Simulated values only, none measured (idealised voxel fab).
You're looking at the process module voxel double patterning.
The cross-section shown here is cut; it is 175 nm wide and divided into square cells measuring 5 nm on a side.
Cross-section spec: square-cell grid; bands listed top down; each band is one or more rows. Quick guide to a band line: top height, bottom height (nm) up front; then every material left to right with its width in nm. Only one material and it's marked "edge to edge"? Then it fills the band edge to edge. And "air" just means empty space. Below 0: as-received wafer, all one material; heights counted from there. Lowest band: no bottom, goes on down, written "0 and below". A width given as "30..40" starts at the first number in the band's top row and ends at the second number in its bottom row, shifting by an equal amount at every step from row to row. When a step is marked "all unchanged", none of the cells in the cross-section changed during that step. Entry "Cavities, closed" = empty spaces >= 8 cells with no open way to the top; each as width x height at distance, distance from left edge, all nm. after a step's settings: what the simulator itself notes on the step. "overlay nm" on a masked step: distance the mask lay right of its planned place, negative for left.

# The following list gives the planned process steps
1: op RECEIVE | material Si
2: op CONFORMAL_DEP | material SiN | thk nm 10
3: op DIRECTIONAL_DEP | material SiO2 | thk nm 15
4: op DIRECTIONAL_DEP | material SiCN | thk nm 5
5: op MASKED_ETCH | tone open | mask id FIRST | width nm 15 | pitch nm 50 | etch materials SiCN | depth nm 5 | overlay nm 0
6: op DIRECTIONAL_DEP | material aC | thk nm 15
7: op PATTERN | tone open | mask id SECOND | material resist | width nm 15 | thk nm 35 | overlay nm 0
8: op DIRECTIONAL_ETCH | etch materials aC | depth nm 15
9: op STRIP | etch materials resist
10: op DIRECTIONAL_ETCH | etch materials SiCN | depth nm 5
11: op STRIP | etch materials aC
12: op DIRECTIONAL_ETCH | etch materials SiO2 | depth nm 15
13: op STRIP | etch materials SiCN

# Run as planned: first of two wafers

# Cross-sectional view of the wafer in its as-received condition, corresponding to the state after step 1
	0 and below: Si edge to edge
	Cavities, closed: none

# The following cross-section depicts the wafer upon completion of step 2
	10 down to 0: SiN edge to edge
	Note: structure below 0 unchanged.

# The following cross-section depicts the wafer upon completion of step 3
	25 down to 10: SiO2 edge to edge
	Note: structure below 10 unchanged.

# The following cross-section depicts the wafer upon completion of step 4
	30 down to 25: SiCN edge to edge
	Note: structure below 25 unchanged.

# The following cross-section depicts the wafer upon completion of step 5
	30 down to 25: 55 of SiCN  15 of air  35 of SiCN  15 of air  55 of SiCN
	Note: structure below 25 unchanged.

# The following cross-section depicts the wafer upon completion of step 6
	45 down to 40: 55 of aC  15 of air  35 of aC  15 of air  55 of aC
	40 down to 30: aC edge to edge
	30 down to 25: 55 of SiCN  15 of aC  35 of SiCN  15 of aC  55 of SiCN
	Note: structure below 25 unchanged.

# The following cross-section depicts the wafer upon completion of step 7
	80 down to 45: 80 of resist  15 of air  80 of resist
	45 down to 40: 55 of aC  15 of resist  35 of aC  15 of resist  55 of aC
	Note: structure below 40 unchanged.

# The following cross-section depicts the wafer upon completion of step 8
	65 down to 45: 80 of resist  15 of air  80 of resist
	45 down to 40: 55 of aC  15 of resist  10 of aC  15 of air  10 of aC  15 of resist  55 of aC
	40 down to 30: 80 of aC  15 of air  80 of aC
	Note: structure below 30 unchanged.

# The following cross-section depicts the wafer upon completion of step 9
	45 down to 40: 55 of aC  15 of air  10 of aC  15 of air  10 of aC  15 of air  55 of aC
	Note: structure below 40 unchanged.

# The following cross-section depicts the wafer upon completion of step 10
	45 down to 40: 55 of aC  15 of air  10 of aC  15 of air  10 of aC  15 of air  55 of aC
	40 down to 30: 80 of aC  15 of air  80 of aC
	30 down to 25: 55 of SiCN  15 of aC  10 of SiCN  15 of air  10 of SiCN  15 of aC  55 of SiCN
	Note: structure below 25 unchanged.

# The following cross-section depicts the wafer upon completion of step 11
	30 down to 25: 55 of SiCN  15 of air  10 of SiCN  15 of air  10 of SiCN  15 of air  55 of SiCN
	Note: structure below 25 unchanged.

# The following cross-section depicts the wafer upon completion of step 12
	30 down to 25: 55 of SiCN  15 of air  10 of SiCN  15 of air  10 of SiCN  15 of air  55 of SiCN
	25 down to 10: 55 of SiO2  15 of air  10 of SiO2  15 of air  10 of SiO2  15 of air  55 of SiO2
	Note: structure below 10 unchanged.

# The following cross-section depicts the wafer upon completion of step 13
	25 down to 10: 55 of SiO2  15 of air  10 of SiO2  15 of air  10 of SiO2  15 of air  55 of SiO2
	Note: structure below 10 unchanged.

# Second of two: same start, same plan, one run error; steps up to and including 4 match the first

# Cross-sectional representation of the second wafer at the time designated in the plan for the completion of step 5
	30 down to 25: 55 of air  15 of SiCN  35 of air  15 of SiCN  55 of air
	Note: structure below 25 unchanged.

# Cross-sectional representation of the second wafer at the time designated in the plan for the completion of step 6
	45 down to 40: 55 of air  15 of aC  35 of air  15 of aC  55 of air
	40 down to 30: aC edge to edge
	30 down to 25: 55 of aC  15 of SiCN  35 of aC  15 of SiCN  55 of aC
	Note: structure below 25 unchanged.

# Cross-sectional representation of the second wafer at the time designated in the plan for the completion of step 7
	80 down to 45: 80 of resist  15 of air  80 of resist
	45 down to 40: 55 of resist  15 of aC  10 of resist  15 of air  10 of resist  15 of aC  55 of resist
	Note: structure below 40 unchanged.

# Cross-sectional representation of the second wafer at the time designated in the plan for the completion of step 8
	65 down to 45: 80 of resist  15 of air  80 of resist
	45 down to 40: 55 of resist  15 of aC  10 of resist  15 of air  10 of resist  15 of aC  55 of resist
	40 down to 30: 80 of aC  15 of air  80 of aC
	30 down to 25: 55 of aC  15 of SiCN  10 of aC  15 of air  10 of aC  15 of SiCN  55 of aC
	Note: structure below 25 unchanged.

# Cross-sectional representation of the second wafer at the time designated in the plan for the completion of step 9
	45 down to 40: 55 of air  15 of aC  35 of air  15 of aC  55 of air
	Note: structure below 40 unchanged.

Cross-sectional representation of the second wafer at the time designated in the plan for the completion of step 10: all unchanged

# Cross-sectional representation of the second wafer at the time designated in the plan for the completion of step 11
	30 down to 25: 55 of air  15 of SiCN  35 of air  15 of SiCN  55 of air
	Note: structure below 25 unchanged.

# Cross-sectional representation of the second wafer at the time designated in the plan for the completion of step 12
	30 down to 25: 55 of air  15 of SiCN  35 of air  15 of SiCN  55 of air
	25 down to 10: 55 of air  15 of SiO2  35 of air  15 of SiO2  55 of air
	Note: structure below 10 unchanged.

# Cross-sectional representation of the second wafer at the time designated in the plan for the completion of step 13
	25 down to 10: 55 of air  15 of SiO2  35 of air  15 of SiO2  55 of air
	Note: structure below 10 unchanged.
Plan not followed: contrary to plan, step 5 was performed as op MASKED_ETCH | tone cover | mask id FIRST | width nm 15 | pitch nm 50 | etch materials SiCN | depth nm 5 | overlay nm 0
Final cells, second wafer relative to first, materials higher or lower: 60 fewer of SiO2
